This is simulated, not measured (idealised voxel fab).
process module | voxel air gaps
cross-section cut | 295 nm wide | cells 5 nm
A cross-section is a grid of square cells, given in bands from the top down. A band is one or more rows of cells.
Each band's line starts with the height of the band's top and of its bottom, in nm. Then come its materials from left to right, each with its width in nm. One material with "throughout" fills the band from edge to edge. "air" is empty space.
Height 0 is the level under which the wafer as received is all one material. The lowest band goes on downwards, as in "0 down".
A width such as "30 to 40" changes by the same amount from each row of cells to the next, from the band's top row to its bottom row.
"no change" after a step means that no cell of the cross-section changed.
closed voids: empty space of 8 cells or more with no open way to the top, each as width x height at its distance from the left edge, in nm
after a step's settings: what the simulator itself notes on the step
overlay nm, on a step with a mask: how far to the right of its planned place the mask lay; to the left if negative
Each pair below shows a cross-section before one step and the cross-section after it, down to the lowest band that changed. The line under each pair gives the step between them, with its settings. The pairs can come from different runs of this module on the same starting wafer, so a pair continues from the pair above only where its "before" says so.
before
  0 down: Si throughout
  closed voids: none
after
  15 to 0: SiO2 throughout
  below 0: unchanged
  closed voids: none
the step between: op CONFORMAL_DEP | material SiO2 | thk nm 15
before: the cross-section after the pair above
after
  20 to 15: SiCN throughout
  below 15: unchanged
  closed voids: none
the step between: op CONFORMAL_DEP | material SiCN | thk nm 5
before: the cross-section after the pair above
after
  60 to 20: lowk throughout
  below 20: unchanged
  closed voids: none
the step between: op DIRECTIONAL_DEP | material lowk | thk nm 40
before: the cross-section after the pair above
after
  60 to 20: lowk 60 | air 20 | lowk 30 | air 20 | lowk 30 | air 20 | lowk 30 | air 20 | lowk 65
  below 20: unchanged
  closed voids: none
the step between: op MASKED_ETCH | tone open | mask id LINES | width nm 20 | pitch nm 50 | etch materials lowk | depth nm 40 | overlay nm 0
before: the cross-section after the pair above
after
  65 to 60: TiN 65 | air 10 | TiN 40 | air 10 | TiN 40 | air 10 | TiN 40 | air 10 | TiN 70
  60 to 25: lowk 60 | TiN 5 | air 10 | TiN 5 | lowk 30 | TiN 5 | air 10 | TiN 5 | lowk 30 | TiN 5 | air 10 | TiN 5 | lowk 30 | TiN 5 | air 10 | TiN 5 | lowk 65
  25 to 20: lowk 60 | TiN 20 | lowk 30 | TiN 20 | lowk 30 | TiN 20 | lowk 30 | TiN 20 | lowk 65
  below 20: unchanged
  closed voids: none
the step between: op CONFORMAL_DEP | material TiN | thk nm 5
before: the cross-section after the pair above
after
  70 to 65: W throughout
  65 to 60: TiN 65 | W 10 | TiN 40 | W 10 | TiN 40 | W 10 | TiN 40 | W 10 | TiN 70
  60 to 25: lowk 60 | TiN 5 | W 10 | TiN 5 | lowk 30 | TiN 5 | W 10 | TiN 5 | lowk 30 | TiN 5 | W 10 | TiN 5 | lowk 30 | TiN 5 | W 10 | TiN 5 | lowk 65
  below 25: unchanged
  closed voids: none
the step between: op FILL_DEP | material W | thk nm 5
before: the cross-section after the pair above
after
  60 to 25: lowk 60 | TiN 5 | W 10 | TiN 5 | lowk 30 | TiN 5 | W 10 | TiN 5 | lowk 30 | TiN 5 | W 10 | TiN 5 | lowk 30 | TiN 5 | W 10 | TiN 5 | lowk 65
  below 25: unchanged
  closed voids: none
the step between: op CMP | height nm 60
before: the cross-section after the pair above
after
  70 to 60: air 50 | Ru 40 | air 10 | Ru 40 | air 10 | Ru 40 | air 10 | Ru 40 | air 55
  below 60: unchanged
  closed voids: none
the step between: op EPI | material Ru | thk nm 10
before: the cross-section after the pair above
after
  70 to 60: air 50 | Ru 40 | air 10 | Ru 40 | air 10 | Ru 40 | air 10 | Ru 40 | air 55
  60 to 25: air 60 | TiN 5 | W 10 | TiN 5 | air 30 | TiN 5 | W 10 | TiN 5 | air 30 | TiN 5 | W 10 | TiN 5 | air 30 | TiN 5 | W 10 | TiN 5 | air 65
  25 to 20: air 60 | TiN 20 | air 30 | TiN 20 | air 30 | TiN 20 | air 30 | TiN 20 | air 65
  below 20: unchanged
  closed voids: none
the step between: op SELECTIVE_ETCH | etch materials lowk | depth nm 50
before: the cross-section after the pair above
after
  75 to 70: air 45 | SiCN 200 | air 50
  70 to 60: air 45 | SiCN 5 | Ru 40 | SiCN 10 | Ru 40 | SiCN 10 | Ru 40 | SiCN 10 | Ru 40 | SiCN 5 | air 50
  60 to 55: air 45 | SiCN 15 | TiN 5 | W 10 | TiN 5 | SiCN 30 | TiN 5 | W 10 | TiN 5 | SiCN 30 | TiN 5 | W 10 | TiN 5 | SiCN 30 | TiN 5 | W 10 | TiN 5 | SiCN 15 | air 50
  55 to 25: air 55 | SiCN 5 | TiN 5 | W 10 | TiN 5 | SiCN 5 | air 20 | SiCN 5 | TiN 5 | W 10 | TiN 5 | SiCN 5 | air 20 | SiCN 5 | TiN 5 | W 10 | TiN 5 | SiCN 5 | air 20 | SiCN 5 | TiN 5 | W 10 | TiN 5 | SiCN 5 | air 60
  25 to 20: SiCN 60 | TiN 20 | SiCN 30 | TiN 20 | SiCN 30 | TiN 20 | SiCN 30 | TiN 20 | SiCN 65
  below 20: unchanged
  closed voids: 20 x 30 at 85; 20 x 30 at 135; 20 x 30 at 185
the step between: op CONFORMAL_DEP | material SiCN | thk nm 5
before
  15 to 0: SiO2 throughout
  0 down: Si throughout
  closed voids: none
after
  30 to 0: SiO2 throughout
  below 0: unchanged
  closed voids: none
the step between: op CONFORMAL_DEP | material SiO2 | thk nm 15
before: the cross-section after the pair above
after
  35 to 30: SiCN throughout
  below 30: unchanged
  closed voids: none
the step between: op CONFORMAL_DEP | material SiCN | thk nm 5
before: the cross-section after the pair above
after
  75 to 35: lowk throughout
  below 35: unchanged
  closed voids: none
the step between: op DIRECTIONAL_DEP | material lowk | thk nm 40
before: the cross-section after the pair above
after
  75 to 35: lowk 60 | air 20 | lowk 30 | air 20 | lowk 30 | air 20 | lowk 30 | air 20 | lowk 65
  below 35: unchanged
  closed voids: none
the step between: op MASKED_ETCH | tone open | mask id LINES | width nm 20 | pitch nm 50 | etch materials lowk | depth nm 40 | overlay nm 0
before: the cross-section after the pair above
after
  80 to 75: TiN 65 | air 10 | TiN 40 | air 10 | TiN 40 | air 10 | TiN 40 | air 10 | TiN 70
  75 to 40: lowk 60 | TiN 5 | air 10 | TiN 5 | lowk 30 | TiN 5 | air 10 | TiN 5 | lowk 30 | TiN 5 | air 10 | TiN 5 | lowk 30 | TiN 5 | air 10 | TiN 5 | lowk 65
  40 to 35: lowk 60 | TiN 20 | lowk 30 | TiN 20 | lowk 30 | TiN 20 | lowk 30 | TiN 20 | lowk 65
  below 35: unchanged
  closed voids: none
the step between: op CONFORMAL_DEP | material TiN | thk nm 5
before: the cross-section after the pair above
after
  85 to 80: W throughout
  80 to 75: TiN 65 | W 10 | TiN 40 | W 10 | TiN 40 | W 10 | TiN 40 | W 10 | TiN 70
  75 to 40: lowk 60 | TiN 5 | W 10 | TiN 5 | lowk 30 | TiN 5 | W 10 | TiN 5 | lowk 30 | TiN 5 | W 10 | TiN 5 | lowk 30 | TiN 5 | W 10 | TiN 5 | lowk 65
  below 40: unchanged
  closed voids: none
the step between: op FILL_DEP | material W | thk nm 5
before: the cross-section after the pair above
after
  60 to 40: lowk 60 | TiN 5 | W 10 | TiN 5 | lowk 30 | TiN 5 | W 10 | TiN 5 | lowk 30 | TiN 5 | W 10 | TiN 5 | lowk 30 | TiN 5 | W 10 | TiN 5 | lowk 65
  below 40: unchanged
  closed voids: none
the step between: op CMP | height nm 60
before: the cross-section after the pair above
after
  70 to 60: air 50 | Ru 40 | air 10 | Ru 40 | air 10 | Ru 40 | air 10 | Ru 40 | air 55
  below 60: unchanged
  closed voids: none
the step between: op EPI | material Ru | thk nm 10
before: the cross-section after the pair above
after
  70 to 60: air 50 | Ru 40 | air 10 | Ru 40 | air 10 | Ru 40 | air 10 | Ru 40 | air 55
  60 to 40: air 60 | TiN 5 | W 10 | TiN 5 | air 30 | TiN 5 | W 10 | TiN 5 | air 30 | TiN 5 | W 10 | TiN 5 | air 30 | TiN 5 | W 10 | TiN 5 | air 65
  40 to 35: air 60 | TiN 20 | air 30 | TiN 20 | air 30 | TiN 20 | air 30 | TiN 20 | air 65
  below 35: unchanged
  closed voids: none
the step between: op SELECTIVE_ETCH | etch materials lowk | depth nm 50
before: the cross-section after the pair above
after
  75 to 70: air 45 | SiCN 200 | air 50
  70 to 60: air 45 | SiCN 5 | Ru 40 | SiCN 10 | Ru 40 | SiCN 10 | Ru 40 | SiCN 10 | Ru 40 | SiCN 5 | air 50
  60 to 55: air 45 | SiCN 15 | TiN 5 | W 10 | TiN 5 | SiCN 30 | TiN 5 | W 10 | TiN 5 | SiCN 30 | TiN 5 | W 10 | TiN 5 | SiCN 30 | TiN 5 | W 10 | TiN 5 | SiCN 15 | air 50
  55 to 40: air 55 | SiCN 5 | TiN 5 | W 10 | TiN 5 | SiCN 5 | air 20 | SiCN 5 | TiN 5 | W 10 | TiN 5 | SiCN 5 | air 20 | SiCN 5 | TiN 5 | W 10 | TiN 5 | SiCN 5 | air 20 | SiCN 5 | TiN 5 | W 10 | TiN 5 | SiCN 5 | air 60
  40 to 35: SiCN 60 | TiN 20 | SiCN 30 | TiN 20 | SiCN 30 | TiN 20 | SiCN 30 | TiN 20 | SiCN 65
  below 35: unchanged
  closed voids: 20 x 15 at 85; 20 x 15 at 135; 20 x 15 at 185
the step between: op CONFORMAL_DEP | material SiCN | thk nm 5
before
  0 down: Si throughout
  closed voids: none
after
  5 to 0: SiCN throughout
  below 0: unchanged
  closed voids: none
the step between: op CONFORMAL_DEP | material SiCN | thk nm 5
before: the cross-section after the pair above
after
  20 to 5: SiO2 throughout
  below 5: unchanged
  closed voids: none
the step between: op CONFORMAL_DEP | material SiO2 | thk nm 15
before: the cross-section after the pair above
after
  60 to 20: lowk throughout
  below 20: unchanged
  closed voids: none
the step between: op DIRECTIONAL_DEP | material lowk | thk nm 40
before: the cross-section after the pair above
after
  60 to 20: lowk 60 | air 20 | lowk 30 | air 20 | lowk 30 | air 20 | lowk 30 | air 20 | lowk 65
  below 20: unchanged
  closed voids: none
the step between: op MASKED_ETCH | tone open | mask id LINES | width nm 20 | pitch nm 50 | etch materials lowk | depth nm 40 | overlay nm 0
before: the cross-section after the pair above
after
  65 to 60: TiN 65 | air 10 | TiN 40 | air 10 | TiN 40 | air 10 | TiN 40 | air 10 | TiN 70
  60 to 25: lowk 60 | TiN 5 | air 10 | TiN 5 | lowk 30 | TiN 5 | air 10 | TiN 5 | lowk 30 | TiN 5 | air 10 | TiN 5 | lowk 30 | TiN 5 | air 10 | TiN 5 | lowk 65
  25 to 20: lowk 60 | TiN 20 | lowk 30 | TiN 20 | lowk 30 | TiN 20 | lowk 30 | TiN 20 | lowk 65
  below 20: unchanged
  closed voids: none
the step between: op CONFORMAL_DEP | material TiN | thk nm 5
before: the cross-section after the pair above
after
  70 to 65: W throughout
  65 to 60: TiN 65 | W 10 | TiN 40 | W 10 | TiN 40 | W 10 | TiN 40 | W 10 | TiN 70
  60 to 25: lowk 60 | TiN 5 | W 10 | TiN 5 | lowk 30 | TiN 5 | W 10 | TiN 5 | lowk 30 | TiN 5 | W 10 | TiN 5 | lowk 30 | TiN 5 | W 10 | TiN 5 | lowk 65
  below 25: unchanged
  closed voids: none
the step between: op FILL_DEP | material W | thk nm 5
before: the cross-section after the pair above
after
  60 to 25: lowk 60 | TiN 5 | W 10 | TiN 5 | lowk 30 | TiN 5 | W 10 | TiN 5 | lowk 30 | TiN 5 | W 10 | TiN 5 | lowk 30 | TiN 5 | W 10 | TiN 5 | lowk 65
  below 25: unchanged
  closed voids: none
the step between: op CMP | height nm 60
before: the cross-section after the pair above
after
  70 to 60: air 50 | Ru 40 | air 10 | Ru 40 | air 10 | Ru 40 | air 10 | Ru 40 | air 55
  below 60: unchanged
  closed voids: none
the step between: op EPI | material Ru | thk nm 10
before: the cross-section after the pair above
after
  70 to 60: air 50 | Ru 40 | air 10 | Ru 40 | air 10 | Ru 40 | air 10 | Ru 40 | air 55
  60 to 25: air 60 | TiN 5 | W 10 | TiN 5 | air 30 | TiN 5 | W 10 | TiN 5 | air 30 | TiN 5 | W 10 | TiN 5 | air 30 | TiN 5 | W 10 | TiN 5 | air 65
  25 to 20: air 60 | TiN 20 | air 30 | TiN 20 | air 30 | TiN 20 | air 30 | TiN 20 | air 65
  below 20: unchanged
  closed voids: none
the step between: op SELECTIVE_ETCH | etch materials lowk | depth nm 50
before: the cross-section after the pair above
after
  75 to 70: air 45 | SiCN 200 | air 50
  70 to 60: air 45 | SiCN 5 | Ru 40 | SiCN 10 | Ru 40 | SiCN 10 | Ru 40 | SiCN 10 | Ru 40 | SiCN 5 | air 50
  60 to 55: air 45 | SiCN 15 | TiN 5 | W 10 | TiN 5 | SiCN 30 | TiN 5 | W 10 | TiN 5 | SiCN 30 | TiN 5 | W 10 | TiN 5 | SiCN 30 | TiN 5 | W 10 | TiN 5 | SiCN 15 | air 50
  55 to 25: air 55 | SiCN 5 | TiN 5 | W 10 | TiN 5 | SiCN 5 | air 20 | SiCN 5 | TiN 5 | W 10 | TiN 5 | SiCN 5 | air 20 | SiCN 5 | TiN 5 | W 10 | TiN 5 | SiCN 5 | air 20 | SiCN 5 | TiN 5 | W 10 | TiN 5 | SiCN 5 | air 60
  25 to 20: SiCN 60 | TiN 20 | SiCN 30 | TiN 20 | SiCN 30 | TiN 20 | SiCN 30 | TiN 20 | SiCN 65
  below 20: unchanged
  closed voids: 20 x 30 at 85; 20 x 30 at 135; 20 x 30 at 185
the step between: op CONFORMAL_DEP | material SiCN | thk nm 5
before
  70 to 65: W throughout
  65 to 60: TiN 65 | W 10 | TiN 40 | W 10 | TiN 40 | W 10 | TiN 40 | W 10 | TiN 70
  60 to 25: lowk 60 | TiN 5 | W 10 | TiN 5 | lowk 30 | TiN 5 | W 10 | TiN 5 | lowk 30 | TiN 5 | W 10 | TiN 5 | lowk 30 | TiN 5 | W 10 | TiN 5 | lowk 65
  25 to 20: lowk 60 | TiN 20 | lowk 30 | TiN 20 | lowk 30 | TiN 20 | lowk 30 | TiN 20 | lowk 65
  20 to 15: SiCN throughout
  15 to 0: SiO2 throughout
  0 down: Si throughout
  closed voids: none
after
  65 to 60: TiN 65 | W 10 | TiN 40 | W 10 | TiN 40 | W 10 | TiN 40 | W 10 | TiN 70
  below 60: unchanged
  closed voids: none
the step between: op CMP | height nm 65
before: the cross-section after the pair above
after
  75 to 65: Ru throughout
  below 65: unchanged
  closed voids: none
the step between: op EPI | material Ru | thk nm 10
before: the cross-section after the pair above
after
  80 to 75: SiCN throughout
  below 75: unchanged
  closed voids: none
the step between: op CONFORMAL_DEP | material SiCN | thk nm 5
before
  60 to 20: lowk throughout
  20 to 15: SiCN throughout
  15 to 0: SiO2 throughout
  0 down: Si throughout
  closed voids: none
after
  60 to 20: lowk 55 | air 30 | lowk 20 | air 30 | lowk 20 | air 30 | lowk 20 | air 30 | lowk 60
  below 20: unchanged
  closed voids: none
the step between: op MASKED_ETCH | tone open | mask id LINES | width nm 30 | pitch nm 50 | etch materials lowk | depth nm 40 | overlay nm 0
before: the cross-section after the pair above
after
  65 to 60: TiN 60 | air 20 | TiN 30 | air 20 | TiN 30 | air 20 | TiN 30 | air 20 | TiN 65
  60 to 25: lowk 55 | TiN 5 | air 20 | TiN 5 | lowk 20 | TiN 5 | air 20 | TiN 5 | lowk 20 | TiN 5 | air 20 | TiN 5 | lowk 20 | TiN 5 | air 20 | TiN 5 | lowk 60
  25 to 20: lowk 55 | TiN 30 | lowk 20 | TiN 30 | lowk 20 | TiN 30 | lowk 20 | TiN 30 | lowk 60
  below 20: unchanged
  closed voids: none
the step between: op CONFORMAL_DEP | material TiN | thk nm 5
before: the cross-section after the pair above
after
  70 to 65: W throughout
  65 to 60: TiN 60 | W 20 | TiN 30 | W 20 | TiN 30 | W 20 | TiN 30 | W 20 | TiN 65
  60 to 25: lowk 55 | TiN 5 | W 20 | TiN 5 | lowk 20 | TiN 5 | W 20 | TiN 5 | lowk 20 | TiN 5 | W 20 | TiN 5 | lowk 20 | TiN 5 | W 20 | TiN 5 | lowk 60
  below 25: unchanged
  closed voids: none
the step between: op FILL_DEP | material W | thk nm 5
before: the cross-section after the pair above
after
  60 to 25: lowk 55 | TiN 5 | W 20 | TiN 5 | lowk 20 | TiN 5 | W 20 | TiN 5 | lowk 20 | TiN 5 | W 20 | TiN 5 | lowk 20 | TiN 5 | W 20 | TiN 5 | lowk 60
  below 25: unchanged
  closed voids: none
the step between: op CMP | height nm 60
before: the cross-section after the pair above
after
  70 to 60: air 45 | Ru 200 | air 50
  below 60: unchanged
  closed voids: none
the step between: op EPI | material Ru | thk nm 10
before: the cross-section after the pair above
after
  70 to 60: air 45 | Ru 200 | air 50
  60 to 25: air 55 | TiN 5 | W 20 | TiN 5 | lowk 20 | TiN 5 | W 20 | TiN 5 | lowk 20 | TiN 5 | W 20 | TiN 5 | lowk 20 | TiN 5 | W 20 | TiN 5 | air 60
  25 to 20: air 55 | TiN 30 | lowk 20 | TiN 30 | lowk 20 | TiN 30 | lowk 20 | TiN 30 | air 60
  below 20: unchanged
  closed voids: none
the step between: op SELECTIVE_ETCH | etch materials lowk | depth nm 50
before: the cross-section after the pair above
after
  75 to 70: air 40 | SiCN 210 | air 45
  70 to 60: air 40 | SiCN 5 | Ru 200 | SiCN 5 | air 45
  60 to 55: air 40 | SiCN 15 | TiN 5 | W 20 | TiN 5 | lowk 20 | TiN 5 | W 20 | TiN 5 | lowk 20 | TiN 5 | W 20 | TiN 5 | lowk 20 | TiN 5 | W 20 | TiN 5 | SiCN 15 | air 45
  55 to 25: air 50 | SiCN 5 | TiN 5 | W 20 | TiN 5 | lowk 20 | TiN 5 | W 20 | TiN 5 | lowk 20 | TiN 5 | W 20 | TiN 5 | lowk 20 | TiN 5 | W 20 | TiN 5 | SiCN 5 | air 55
  25 to 20: SiCN 55 | TiN 30 | lowk 20 | TiN 30 | lowk 20 | TiN 30 | lowk 20 | TiN 30 | SiCN 60
  below 20: unchanged
  closed voids: none
the step between: op CONFORMAL_DEP | material SiCN | thk nm 5
before
  60 to 20: lowk throughout
  20 to 15: SiCN throughout
  15 to 0: SiO2 throughout
  0 down: Si throughout
  closed voids: none
after
  60 to 20: lowk 50 | air 20 | lowk 30 | air 20 | lowk 30 | air 20 | lowk 30 | air 20 | lowk 75
  below 20: unchanged
  closed voids: none
the step between: op MASKED_ETCH | tone open | mask id LINES | width nm 20 | pitch nm 50 | etch materials lowk | depth nm 40 | overlay nm -10
before: the cross-section after the pair above
after
  65 to 60: TiN 55 | air 10 | TiN 40 | air 10 | TiN 40 | air 10 | TiN 40 | air 10 | TiN 80
  60 to 25: lowk 50 | TiN 5 | air 10 | TiN 5 | lowk 30 | TiN 5 | air 10 | TiN 5 | lowk 30 | TiN 5 | air 10 | TiN 5 | lowk 30 | TiN 5 | air 10 | TiN 5 | lowk 75
  25 to 20: lowk 50 | TiN 20 | lowk 30 | TiN 20 | lowk 30 | TiN 20 | lowk 30 | TiN 20 | lowk 75
  below 20: unchanged
  closed voids: none
the step between: op CONFORMAL_DEP | material TiN | thk nm 5
before: the cross-section after the pair above
after
  70 to 65: W throughout
  65 to 60: TiN 55 | W 10 | TiN 40 | W 10 | TiN 40 | W 10 | TiN 40 | W 10 | TiN 80
  60 to 25: lowk 50 | TiN 5 | W 10 | TiN 5 | lowk 30 | TiN 5 | W 10 | TiN 5 | lowk 30 | TiN 5 | W 10 | TiN 5 | lowk 30 | TiN 5 | W 10 | TiN 5 | lowk 75
  below 25: unchanged
  closed voids: none
the step between: op FILL_DEP | material W | thk nm 5
before: the cross-section after the pair above
after
  60 to 25: lowk 50 | TiN 5 | W 10 | TiN 5 | lowk 30 | TiN 5 | W 10 | TiN 5 | lowk 30 | TiN 5 | W 10 | TiN 5 | lowk 30 | TiN 5 | W 10 | TiN 5 | lowk 75
  below 25: unchanged
  closed voids: none
the step between: op CMP | height nm 60
before: the cross-section after the pair above
after
  70 to 60: air 40 | Ru 40 | air 10 | Ru 40 | air 10 | Ru 40 | air 10 | Ru 40 | air 65
  below 60: unchanged
  closed voids: none
the step between: op EPI | material Ru | thk nm 10
before: the cross-section after the pair above
after
  70 to 60: air 40 | Ru 40 | air 10 | Ru 40 | air 10 | Ru 40 | air 10 | Ru 40 | air 65
  60 to 25: air 50 | TiN 5 | W 10 | TiN 5 | air 30 | TiN 5 | W 10 | TiN 5 | air 30 | TiN 5 | W 10 | TiN 5 | air 30 | TiN 5 | W 10 | TiN 5 | air 75
  25 to 20: air 50 | TiN 20 | air 30 | TiN 20 | air 30 | TiN 20 | air 30 | TiN 20 | air 75
  below 20: unchanged
  closed voids: none
the step between: op SELECTIVE_ETCH | etch materials lowk | depth nm 50
before: the cross-section after the pair above
after
  75 to 70: air 35 | SiCN 200 | air 60
  70 to 60: air 35 | SiCN 5 | Ru 40 | SiCN 10 | Ru 40 | SiCN 10 | Ru 40 | SiCN 10 | Ru 40 | SiCN 5 | air 60
  60 to 55: air 35 | SiCN 15 | TiN 5 | W 10 | TiN 5 | SiCN 30 | TiN 5 | W 10 | TiN 5 | SiCN 30 | TiN 5 | W 10 | TiN 5 | SiCN 30 | TiN 5 | W 10 | TiN 5 | SiCN 15 | air 60
  55 to 25: air 45 | SiCN 5 | TiN 5 | W 10 | TiN 5 | SiCN 5 | air 20 | SiCN 5 | TiN 5 | W 10 | TiN 5 | SiCN 5 | air 20 | SiCN 5 | TiN 5 | W 10 | TiN 5 | SiCN 5 | air 20 | SiCN 5 | TiN 5 | W 10 | TiN 5 | SiCN 5 | air 70
  25 to 20: SiCN 50 | TiN 20 | SiCN 30 | TiN 20 | SiCN 30 | TiN 20 | SiCN 30 | TiN 20 | SiCN 75
  below 20: unchanged
  closed voids: 20 x 30 at 75; 20 x 30 at 125; 20 x 30 at 175
the step between: op CONFORMAL_DEP | material SiCN | thk nm 5
before
  0 down: Si throughout
  closed voids: none
after
  15 to 0: Ru throughout
  below 0: unchanged
  closed voids: none
the step between: op CONFORMAL_DEP | material Ru | thk nm 15
before: the cross-section after the pair above
after
  20 to 15: SiCN throughout
  below 15: unchanged
  closed voids: none
the step between: op CONFORMAL_DEP | material SiCN | thk nm 5
before: the cross-section after the pair above
after
  60 to 20: lowk throughout
  below 20: unchanged
  closed voids: none
the step between: op DIRECTIONAL_DEP | material lowk | thk nm 40
before: the cross-section after the pair above
after
  60 to 20: lowk 60 | air 20 | lowk 30 | air 20 | lowk 30 | air 20 | lowk 30 | air 20 | lowk 65
  below 20: unchanged
  closed voids: none
the step between: op MASKED_ETCH | tone open | mask id LINES | width nm 20 | pitch nm 50 | etch materials lowk | depth nm 40 | overlay nm 0
before: the cross-section after the pair above
after
  65 to 60: TiN 65 | air 10 | TiN 40 | air 10 | TiN 40 | air 10 | TiN 40 | air 10 | TiN 70
  60 to 25: lowk 60 | TiN 5 | air 10 | TiN 5 | lowk 30 | TiN 5 | air 10 | TiN 5 | lowk 30 | TiN 5 | air 10 | TiN 5 | lowk 30 | TiN 5 | air 10 | TiN 5 | lowk 65
  25 to 20: lowk 60 | TiN 20 | lowk 30 | TiN 20 | lowk 30 | TiN 20 | lowk 30 | TiN 20 | lowk 65
  below 20: unchanged
  closed voids: none
the step between: op CONFORMAL_DEP | material TiN | thk nm 5
before: the cross-section after the pair above
after
  70 to 65: W throughout
  65 to 60: TiN 65 | W 10 | TiN 40 | W 10 | TiN 40 | W 10 | TiN 40 | W 10 | TiN 70
  60 to 25: lowk 60 | TiN 5 | W 10 | TiN 5 | lowk 30 | TiN 5 | W 10 | TiN 5 | lowk 30 | TiN 5 | W 10 | TiN 5 | lowk 30 | TiN 5 | W 10 | TiN 5 | lowk 65
  below 25: unchanged
  closed voids: none
the step between: op FILL_DEP | material W | thk nm 5
before: the cross-section after the pair above
after
  60 to 25: lowk 60 | TiN 5 | W 10 | TiN 5 | lowk 30 | TiN 5 | W 10 | TiN 5 | lowk 30 | TiN 5 | W 10 | TiN 5 | lowk 30 | TiN 5 | W 10 | TiN 5 | lowk 65
  below 25: unchanged
  closed voids: none
the step between: op CMP | height nm 60
before: the cross-section after the pair above
after
  70 to 60: air 50 | Ru 40 | air 10 | Ru 40 | air 10 | Ru 40 | air 10 | Ru 40 | air 55
  below 60: unchanged
  closed voids: none
the step between: op EPI | material Ru | thk nm 10
before: the cross-section after the pair above
after
  70 to 60: air 50 | Ru 40 | air 10 | Ru 40 | air 10 | Ru 40 | air 10 | Ru 40 | air 55
  60 to 25: air 60 | TiN 5 | W 10 | TiN 5 | air 30 | TiN 5 | W 10 | TiN 5 | air 30 | TiN 5 | W 10 | TiN 5 | air 30 | TiN 5 | W 10 | TiN 5 | air 65
  25 to 20: air 60 | TiN 20 | air 30 | TiN 20 | air 30 | TiN 20 | air 30 | TiN 20 | air 65
  below 20: unchanged
  closed voids: none
the step between: op SELECTIVE_ETCH | etch materials lowk | depth nm 50
before: the cross-section after the pair above
after
  75 to 70: air 45 | SiCN 200 | air 50
  70 to 60: air 45 | SiCN 5 | Ru 40 | SiCN 10 | Ru 40 | SiCN 10 | Ru 40 | SiCN 10 | Ru 40 | SiCN 5 | air 50
  60 to 55: air 45 | SiCN 15 | TiN 5 | W 10 | TiN 5 | SiCN 30 | TiN 5 | W 10 | TiN 5 | SiCN 30 | TiN 5 | W 10 | TiN 5 | SiCN 30 | TiN 5 | W 10 | TiN 5 | SiCN 15 | air 50
  55 to 25: air 55 | SiCN 5 | TiN 5 | W 10 | TiN 5 | SiCN 5 | air 20 | SiCN 5 | TiN 5 | W 10 | TiN 5 | SiCN 5 | air 20 | SiCN 5 | TiN 5 | W 10 | TiN 5 | SiCN 5 | air 20 | SiCN 5 | TiN 5 | W 10 | TiN 5 | SiCN 5 | air 60
  25 to 20: SiCN 60 | TiN 20 | SiCN 30 | TiN 20 | SiCN 30 | TiN 20 | SiCN 30 | TiN 20 | SiCN 65
  below 20: unchanged
  closed voids: 20 x 30 at 85; 20 x 30 at 135; 20 x 30 at 185
the step between: op CONFORMAL_DEP | material SiCN | thk nm 5
before
  60 to 20: lowk throughout
  20 to 15: SiCN throughout
  15 to 0: SiO2 throughout
  0 down: Si throughout
  closed voids: none
after
  60 to 20: air 60 | lowk 20 | air 30 | lowk 20 | air 30 | lowk 20 | air 30 | lowk 20 | air 65
  below 20: unchanged
  closed voids: none
the step between: op MASKED_ETCH | tone cover | mask id LINES | width nm 20 | pitch nm 50 | etch materials lowk | depth nm 40 | overlay nm 0
before: the cross-section after the pair above
after
  65 to 60: air 55 | TiN 30 | air 20 | TiN 30 | air 20 | TiN 30 | air 20 | TiN 30 | air 60
  60 to 25: air 55 | TiN 5 | lowk 20 | TiN 5 | air 20 | TiN 5 | lowk 20 | TiN 5 | air 20 | TiN 5 | lowk 20 | TiN 5 | air 20 | TiN 5 | lowk 20 | TiN 5 | air 60
  25 to 20: TiN 60 | lowk 20 | TiN 30 | lowk 20 | TiN 30 | lowk 20 | TiN 30 | lowk 20 | TiN 65
  below 20: unchanged
  closed voids: none
the step between: op CONFORMAL_DEP | material TiN | thk nm 5
before: the cross-section after the pair above
after
  70 to 65: W throughout
  65 to 60: W 55 | TiN 30 | W 20 | TiN 30 | W 20 | TiN 30 | W 20 | TiN 30 | W 60
  60 to 25: W 55 | TiN 5 | lowk 20 | TiN 5 | W 20 | TiN 5 | lowk 20 | TiN 5 | W 20 | TiN 5 | lowk 20 | TiN 5 | W 20 | TiN 5 | lowk 20 | TiN 5 | W 60
  below 25: unchanged
  closed voids: none
the step between: op FILL_DEP | material W | thk nm 5
before: the cross-section after the pair above
after
  60 to 25: W 55 | TiN 5 | lowk 20 | TiN 5 | W 20 | TiN 5 | lowk 20 | TiN 5 | W 20 | TiN 5 | lowk 20 | TiN 5 | W 20 | TiN 5 | lowk 20 | TiN 5 | W 60
  below 25: unchanged
  closed voids: none
the step between: op CMP | height nm 60
before: the cross-section after the pair above
after
  70 to 60: Ru throughout
  below 60: unchanged
  closed voids: none
the step between: op EPI | material Ru | thk nm 10
before: the cross-section after the pair above
after
  75 to 70: SiCN throughout
  below 70: unchanged
  closed voids: none
the step between: op CONFORMAL_DEP | material SiCN | thk nm 5
